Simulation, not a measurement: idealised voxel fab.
process module | voxel capacitor over wiring
cross-section cut | 260 nm wide | cells 5 nm
A cross-section is a grid of square cells, given in bands from the top down. A band is one or more rows of cells.
Each band's line starts with the height of the band's top and of its bottom, in nm. Then come its materials from left to right, each with its width in nm. One material with "throughout" fills the band from edge to edge. "air" is empty space.
Height 0 is the level under which the wafer as received is all one material. The lowest band goes on downwards, as in "0 down".
A width such as "30 to 40" changes by the same amount from each row of cells to the next, from the band's top row to its bottom row.
"no change" after a step means that no cell of the cross-section changed.
closed voids: empty space of 8 cells or more with no open way to the top, each as width x height at its distance from the left edge, in nm
after a step's settings: what the simulator itself notes on the step
overlay nm, on a step with a mask: how far to the right of its planned place the mask lay; to the left if negative
plan
1 op RECEIVE | material Si
2 op CONFORMAL_DEP | material SiO2 | thk nm 10
3 op CONFORMAL_DEP | material SiN | thk nm 5
4 op DIRECTIONAL_DEP | material SiO2 | thk nm 20
5 op MASKED_ETCH | tone open | mask id METAL_1 | width nm 25 | pitch nm 75 | etch materials SiO2 | depth nm 20 | overlay nm 0
6 op MASKED_ETCH | tone open | mask id METAL_1 | width nm 25 | pitch nm 75 | etch materials SiN | depth nm 5 | overlay nm 0
7 op CONFORMAL_DEP | material TiN | thk nm 5
8 op FILL_DEP | material Cu | thk nm 5
9 op CMP | height nm 35
10 op CONFORMAL_DEP | material SiCN | thk nm 5
11 op DIRECTIONAL_DEP | material SiO2 | thk nm 20
12 op DIRECTIONAL_DEP | material aC | thk nm 10
13 op PATTERN | tone open | mask id PLUG_1 | material resist | width nm 15 | thk nm 25 | overlay nm 0
14 op DIRECTIONAL_ETCH | etch materials aC | depth nm 10
15 op STRIP | etch materials resist
16 op DIRECTIONAL_ETCH | etch materials SiO2 | depth nm 20
17 op DIRECTIONAL_ETCH | etch materials SiCN | depth nm 5
18 op STRIP | etch materials aC
19 op EPI | material Ru | thk nm 10
20 op EPI | material Ru | thk nm 10
21 op EPI | material Ru | thk nm 5
22 op DIRECTIONAL_DEP | material TiN | thk nm 5
23 op DIRECTIONAL_DEP | material HfO2 | thk nm 5
24 op DIRECTIONAL_DEP | material TiN | thk nm 5
25 op PATTERN | tone cover | mask id UPPER_PLATE | material resist | width nm 55 | thk nm 20 | overlay nm 0
26 op DIRECTIONAL_ETCH | etch materials TiN | depth nm 5
27 op DIRECTIONAL_ETCH | etch materials HfO2 | depth nm 5
28 op STRIP | etch materials resist
29 op PATTERN | tone cover | mask id LOWER_PLATE | material resist | width nm 65 | thk nm 20 | overlay nm 0
30 op DIRECTIONAL_ETCH | etch materials TiN | depth nm 5
31 op STRIP | etch materials resist
32 op FILL_DEP | material SiO2 | thk nm 20
33 op CMP | height nm 90
34 op DIRECTIONAL_DEP | material aC | thk nm 15
35 op PATTERN | tone open | mask id PLUG_2 | material resist | width nm 15 | thk nm 35 | overlay nm 0
36 op DIRECTIONAL_ETCH | etch materials aC | depth nm 15
37 op STRIP | etch materials resist
38 op DIRECTIONAL_ETCH | etch materials SiO2 | depth nm 15
39 op STRIP | etch materials aC
40 op CONFORMAL_DEP | material TiN | thk nm 5
41 op FILL_DEP | material Ru | thk nm 5
42 op CMP | height nm 90
43 op CONFORMAL_DEP | material SiCN | thk nm 5
as received, after step 1
  0 down: Si throughout
  closed voids: none
a wafer at the end: this start, this plan, one mistake
  95 to 90: SiCN throughout
  90 to 80: SiO2 100 | TiN 5 | Ru 5 | TiN 5 | SiO2 145
  80 to 70: SiO2 100 to 90 | TiN 15 to 55 | SiO2 145 to 115
  70 to 65: SiO2 90 | HfO2 55 | SiO2 115
  65 to 60: SiO2 90 | TiN 60 | SiO2 110
  60 to 40: SiO2 90 | Ru 15 | SiO2 155
  40 to 35: SiCN 90 | Ru 15 | SiCN 155
  35 to 15: SiO2 80 | TiN 5 | Cu 15 | TiN 5 | SiO2 50 | TiN 5 | Cu 15 | TiN 5 | SiO2 80
  15 to 10: SiN 80 | TiN 25 | SiN 50 | TiN 25 | SiN 80
  10 to 0: SiO2 throughout
  0 down: Si throughout
  closed voids: none
what went wrong: step 29 ran as: op PATTERN | tone cover | mask id LOWER_PLATE | material resist | width nm 60 | thk nm 20 | overlay nm 0
